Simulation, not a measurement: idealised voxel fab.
Process module under the name voxel released beams
Each square cell in cross-section cut measures 5 nm, and the section as a whole is 220 nm wide.
A cross-section is a grid of square cells, given in bands from the top down. A band is one or more rows of cells. Basically the band line says how high the top is and how high the bottom is, in nm, and then what's in it from left to right, every material with its width in nm. Empty space shows up as "empty", and if a single material carries "edge to edge" it runs the full band edge to edge. Height 0 is the level under which the wafer as received is all one material. The lowest band goes on downwards, as in "top 0, no bottom". Graded width ("30->40"): value in top row of band = first number; value in bottom row = second number; row-to-row change constant. "remained unchanged" (step): cross-section cells unchanged, all of them. This entry, "Enclosed void entries", enumerates those empty regions of no fewer than 8 cells that possess no open connection to the top. Each region is reported in the form width x height at distance, the distance being taken from the left edge, with all three quantities expressed in nm. Where a step's line continues beyond its settings, the continuation is a remark by the simulator itself on that step. If you see "overlay nm" on a step's line and that step has a mask, it's telling you how far right of where it was planned the mask ended up; a negative number means it went left instead.
The planned process steps are enumerated hereunder:
step 1: RECEIVE, material Si
step 2: CONFORMAL_DEP, material SiN, thk nm 5
step 3: DIRECTIONAL_DEP, material SiO2, thk nm 15
step 4: PATTERN, tone open, mask id ANCHOR, material resist, width nm 35, thk nm 20, overlay nm 0
step 5: DIRECTIONAL_ETCH, etch materials SiO2, depth nm 15
step 6: STRIP, etch materials resist
step 7: CONFORMAL_DEP, material TiN, thk nm 10
step 8: MASKED_ETCH, tone cover, mask id BEAM, width nm 105, etch materials TiN, depth nm 10, overlay nm 0
step 9: STRIP, etch materials SiO2
Wafer at receipt (post step 1), cross-section:
* top 0, no bottom = Si edge to edge
* Enclosed void entries: none
Here's the wafer cut in cross-section after the module, started and planned just like above, except one thing was done wrong in the run:
* top 10, bottom 0 = empty 55, TiN 105, empty 60
* top 0, no bottom = Si edge to edge
* Enclosed void entries: none
Where did the run depart from the plan? in deviation from the planned setting, step 6 was conducted as STRIP, etch materials SiN
